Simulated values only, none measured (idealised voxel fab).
The following process module bears the name voxel self aligned contacts.
Displayed cross-section: cut, width of 165 nm, square cells sized 5 nm.
A cross-section is a grid of square cells, given in bands from the top down. A band is one or more rows of cells.
First you get the band's top height and its bottom height, in nm, and then the materials it's made of, left to right, with each width in nm. If you see a single material with "throughout", that one covers the band edge to edge. "blank" is empty space.
Measure heights from 0. That's the level where, below it, the as-received wafer is all one material. The lowest band is bottomless and extends downward; write it as in "z 0 and below".
Per-row width for "30->40": begins at first number (top row of band), ends at second number (bottom row), increment between rows held constant.
Any step labelled "same as before" changed none of the cells in the cross-section.
Heads up: "Closed voids list" only lists the empty pockets with no open path to the top that are 8 cells or more, and it writes them as width x height at distance, distance from the left edge, in nm.
Post-settings text on a step line: simulator's own remark regarding the step.
overlay nm, on a step with a mask: how far to the right of its planned place the mask lay; to the left if negative
**Process steps - plan**
1: RECEIVE: material Si
2: CONFORMAL_DEP: material SiO2, thk nm 5
3: DIRECTIONAL_DEP: material polySi, thk nm 30
4: DIRECTIONAL_DEP: material SiN, thk nm 15
5: MASKED_ETCH: tone cover, mask id GATE, width nm 35, pitch nm 70, etch materials SiN, depth nm 15, overlay nm 0
6: MASKED_ETCH: tone cover, mask id GATE, width nm 35, pitch nm 70, etch materials polySi, depth nm 30, overlay nm 0
7: CONFORMAL_DEP: material SiN, thk nm 5
8: DIRECTIONAL_ETCH: etch materials SiN, depth nm 5
9: FILL_DEP: material SiO2, thk nm 15
10: CMP: height nm 55
11: MASKED_ETCH: tone open, mask id CONTACT, width nm 45, etch materials SiO2, depth nm 55, overlay nm 0
12: CONFORMAL_DEP: material TiN, thk nm 5
13: FILL_DEP: material Ru, thk nm 10
14: CMP: height nm 55
15: CONFORMAL_DEP: material SiCN, thk nm 5
**Wafer as received: cross-section following step 1**
* z 0 and below  Si throughout
* Closed voids list: none
**Here's the cross-section of the first of our two wafers at the end of the module - it ran as planned**
* z 60 to 55  SiCN throughout
* z 55 to 50  SiO2: 60, TiN: 15, Ru: 15, TiN: 15, SiO2: 60
* z 50 to 35  SiO2: 25, SiN: 45, TiN: 5, Ru: 15, TiN: 5, SiN: 45, SiO2: 25
* z 35 to 5  SiO2: 25, SiN: 5, polySi: 35, SiN: 5, TiN: 5, Ru: 15, TiN: 5, SiN: 5, polySi: 35, SiN: 5, SiO2: 25
* z 5 to 0  SiO2: 70, TiN: 25, SiO2: 70
* z 0 and below  Si throughout
* Closed voids list: none
**Wafer two cross-section, module end. Start and plan unchanged from wafer one; one mistake made during the run**
* z 60 to 55  SiCN throughout
* z 55 to 40  SiO2: 25, SiN: 5, polySi: 35, SiN: 5, TiN: 5, Ru: 15, TiN: 5, SiN: 5, polySi: 35, SiN: 5, SiO2: 25
* z 40 to 35  SiO2: 25, SiN: 5, polySi: 35, SiN: 5, TiN: 25, SiN: 5, polySi: 35, SiN: 5, SiO2: 25
* z 35 to 5  polySi throughout
* z 5 to 0  SiO2 throughout
* z 0 and below  Si throughout
* Closed voids list: none
Nonconformance to the process plan: step 3 in the plan was executed twice
Upon completion, the second wafer contains, in terms of cells, a greater or smaller amount of certain materials than the first wafer: Ru -21; SiN -62; SiO2 -69; TiN -18; polySi +170
